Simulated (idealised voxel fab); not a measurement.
Presented below is a process module, voxel wiring stack.
The figure presents cross-section cut, which has a width of 170 nm and is divided into square cells with an edge length of 5 nm.
In what follows, cross-sections appear as grids of square cells, described through bands that run from the top down, where every band is one or more rows of cells. Heights first: top, then bottom, in nm. Then materials, left to right, each with a width in nm. "everywhere" on a single material: fills the band edge to edge. "blank": empty space. Where do heights start? At 0: under that level the wafer as delivered is made of one material only. And the lowest band has no floor; it just carries on downward, as in "top 0, no bottom". A width given as "30 to 40" starts at the first number in the band's top row and ends at the second number in its bottom row, shifting by an equal amount at every step from row to row. Where the words "no alterations made" appear for a step, the cross-section shows no cell changed by that step; every cell remained as before. Empty spaces counting at least 8 cells and having no open way to the top are listed in "Closed void table". The notation width x height at distance is used for each, the distance being from the left edge and all three values in nm. Text after the settings on a step's line: the simulator's own remark on that step. overlay nm: mask right of planned place by this much (step with mask). Neg. = left.

Process steps - plan
| 1 | RECEIVE,material Si |
| 2 | CONFORMAL_DEP,material SiO2,thk nm 15 |
| 3 | DIRECTIONAL_DEP,material TiN,thk nm 5 |
| 4 | DIRECTIONAL_DEP,material W,thk nm 15 |
| 5 | DIRECTIONAL_DEP,material aC,thk nm 15 |
| 6 | PATTERN,tone cover,mask id METAL_1,material resist,width nm 25,pitch nm 40,thk nm 35,overlay nm 0 |
| 7 | DIRECTIONAL_ETCH,etch materials aC,depth nm 15 |
| 8 | STRIP,etch materials resist |
| 9 | DIRECTIONAL_ETCH,etch materials W,depth nm 15 |
| 10 | DIRECTIONAL_ETCH,etch materials TiN,depth nm 5 |
| 11 | STRIP,etch materials aC |
| 12 | CONFORMAL_DEP,material SiN,thk nm 5 |
| 13 | FILL_DEP,material SiO2,thk nm 5 |
| 14 | CMP,height nm 35 |
| 15 | CONFORMAL_DEP,material SiCN,thk nm 5 |
| 16 | DIRECTIONAL_DEP,material SiO2,thk nm 25 |
| 17 | DIRECTIONAL_DEP,material aC,thk nm 15 |
| 18 | PATTERN,tone open,mask id METAL_2,material resist,width nm 25,pitch nm 40,thk nm 30,overlay nm 0 |
| 19 | DIRECTIONAL_ETCH,etch materials aC,depth nm 15 |
| 20 | STRIP,etch materials resist |
| 21 | DIRECTIONAL_ETCH,etch materials SiO2,depth nm 15 |
| 22 | STRIP,etch materials aC |
| 23 | DIRECTIONAL_DEP,material aC,thk nm 10 |
| 24 | PATTERN,tone open,mask id METAL_2_HOLES,material resist,width nm 15,pitch nm 80,thk nm 30,overlay nm 0 |
| 25 | DIRECTIONAL_ETCH,etch materials aC,depth nm 10 |
| 26 | STRIP,etch materials resist |
| 27 | DIRECTIONAL_ETCH,etch materials SiO2,depth nm 10 |
| 28 | DIRECTIONAL_ETCH,etch materials SiCN,depth nm 5 |
| 29 | STRIP,etch materials aC |
| 30 | CONFORMAL_DEP,material TiN,thk nm 5 |
| 31 | FILL_DEP,material Cu,thk nm 5 |
| 32 | CMP,height nm 65 |
| 33 | CONFORMAL_DEP,material SiCN,thk nm 5 |
| 34 | DIRECTIONAL_DEP,material lowk,thk nm 25 |
| 35 | MASKED_ETCH,tone open,mask id METAL_3,width nm 25,pitch nm 40,etch materials lowk,depth nm 15,overlay nm 0 |
| 36 | MASKED_ETCH,tone open,mask id METAL_3_HOLES,width nm 15,pitch nm 40,etch materials lowk,depth nm 10,overlay nm 0 |
| 37 | MASKED_ETCH,tone open,mask id METAL_3_HOLES,width nm 15,pitch nm 40,etch materials SiCN,depth nm 5,overlay nm 0 |
| 38 | CONFORMAL_DEP,material TiN,thk nm 5 |
| 39 | FILL_DEP,material Cu,thk nm 10 |
| 40 | CMP,height nm 95 |
| 41 | CONFORMAL_DEP,material SiN,thk nm 5 |

Here's what the wafer looked like in cross-section when it arrived - that's after step 1
* top 0, no bottom = Si everywhere
* Closed void table: none

Cross-section at module end, one run error; start and plan unchanged from above
* top 100, bottom 95 = SiN everywhere
* top 95, bottom 85 = lowk: 30  TiN: 5  Cu: 15  TiN: 5  lowk: 15  TiN: 5  Cu: 15  TiN: 5  lowk: 15  TiN: 5  Cu: 15  TiN: 5  lowk: 35
* top 85, bottom 80 = lowk: 30  TiN: 5  Cu: 5  TiN: 15  lowk: 15  TiN: 5  Cu: 5  TiN: 15  lowk: 15  TiN: 5  Cu: 5  TiN: 15  lowk: 35
* top 80, bottom 70 = lowk: 30  TiN: 5  Cu: 5  TiN: 5  lowk: 25  TiN: 5  Cu: 5  TiN: 5  lowk: 25  TiN: 5  Cu: 5  TiN: 5  lowk: 45
* top 70, bottom 65 = SiCN: 30  TiN: 15  SiCN: 25  TiN: 15  SiCN: 25  TiN: 15  SiCN: 45
* top 65, bottom 55 = SiO2: 30  TiN: 5  Cu: 15  TiN: 5  SiO2: 15  TiN: 5  Cu: 15  TiN: 5  SiO2: 15  TiN: 5  Cu: 15  TiN: 5  SiO2: 35
* top 55, bottom 50 = SiO2: 30  TiN: 5  Cu: 5  TiN: 15  SiO2: 15  TiN: 25  SiO2: 15  TiN: 5  Cu: 5  TiN: 15  SiO2: 35
* top 50, bottom 40 = SiO2: 30  TiN: 5  Cu: 5  TiN: 5  SiO2: 65  TiN: 5  Cu: 5  TiN: 5  SiO2: 45
* top 40, bottom 35 = SiCN: 30  TiN: 15  SiCN: 65  TiN: 15  SiCN: 45
* top 35, bottom 25 = SiO2: 25  SiN: 5  W: 25  SiN: 5  SiO2: 5  SiN: 5  W: 25  SiN: 5  SiO2: 5  SiN: 5  W: 25  SiN: 5  SiO2: 30
* top 25, bottom 20 = SiN: 30  W: 25  SiN: 15  W: 25  SiN: 15  W: 25  SiN: 35
* top 20, bottom 5 = SiO2 everywhere
* top 5, bottom 0 = TiN everywhere
* top 0, no bottom = Si everywhere
* Closed void table: none
It is concluded that the wafer was processed incorrectly with respect to the plan, in that steps 2 and 3 were swapped
